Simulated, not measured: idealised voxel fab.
Process module in this document: voxel self aligned vias
Displayed cross-section: cut, width of 250 nm, square cells sized 5 nm.
For the purposes of this document, a cross-section shall be understood as a grid of square cells, specified as bands listed in top-to-bottom order, each band consisting of one or more rows of cells.
A band entry consists of two parts. The first gives the height of the band's top and the height of its bottom, in nm. The rest lists the band's materials from left to right, each with its width in nm. A single material labelled with the word "full width" fills the band from edge to edge, and the word "air" marks empty space.
A quick word on heights: they are counted from 0, and under that level the wafer as it came to us is one material throughout. The lowest band is different from the rest in having no bottom; it simply continues downward, written as in "0 nm and below".
Top row gets the first number, bottom row gets the second, and each row in between changes by the same step: that is how a band width like "30..40" works.
When a step is marked "all unchanged", none of the cells in the cross-section changed during that step.
"Closed cavities" contains a list of empty spaces, each no smaller than 8 cells and without an open way to the top, written in the form width x height at distance with the distance from the left edge and all three in nm.
after a step's settings: what the simulator itself notes on the step
overlay nm: mask right of planned place by this much (step with mask). Neg. = left.

Process steps foreseen in the plan:
- 1: RECEIVE (material Si)
- 2: CONFORMAL_DEP (material SiO2; thk nm 15)
- 3: CONFORMAL_DEP (material SiCN; thk nm 5)
- 4: DIRECTIONAL_DEP (material SiO2; thk nm 30)
- 5: PATTERN (tone open; mask id LINES; material resist; width nm 30; pitch nm 65; thk nm 15; overlay nm 0)
- 6: DIRECTIONAL_ETCH (etch materials SiO2; depth nm 30)
- 7: STRIP (etch materials resist)
- 8: CONFORMAL_DEP (material TiN; thk nm 5)
- 9: FILL_DEP (material Ru; thk nm 5)
- 10: CMP (height nm 50)
- 11: SELECTIVE_ETCH (etch materials W Ru TiN; depth nm 5)
- 12: FILL_DEP (material SiN; thk nm 10)
- 13: CMP (height nm 50)
- 14: DIRECTIONAL_DEP (material SiO2; thk nm 15)
- 15: MASKED_ETCH (tone open; mask id VIAS; width nm 40; pitch nm 65; etch materials SiO2; depth nm 15; overlay nm 0)
- 16: MASKED_ETCH (tone open; mask id VIAS; width nm 50; pitch nm 65; etch materials SiN; depth nm 5; overlay nm 0)
- 17: CONFORMAL_DEP (material TiN; thk nm 5)
- 18: FILL_DEP (material W; thk nm 10)
- 19: CMP (height nm 65)
- 20: CONFORMAL_DEP (material SiN; thk nm 5)
varied across the wafers: width nm of step 15. The plan shows the first wafer's value. All wafers start alike

After step 1, as received: first of several wafers, cross-section:
* 0 nm and below  Si full width
* Closed cavities: none

Where each wafer stands at the end of the module, a row apiece: cells of each material gained (+) or lost (-) since it was received, then closed voids:
width nm 40, +32 Ru, +50 SiCN, +50 SiN, +480 SiO2, +56 TiN, +32 W, Closed cavities: none
width nm 45, +32 Ru, +50 SiCN, +50 SiN, +474 SiO2, +58 TiN, +36 W, Closed cavities: none
width nm 50, +32 Ru, +50 SiCN, +50 SiN, +468 SiO2, +60 TiN, +40 W, Closed cavities: none
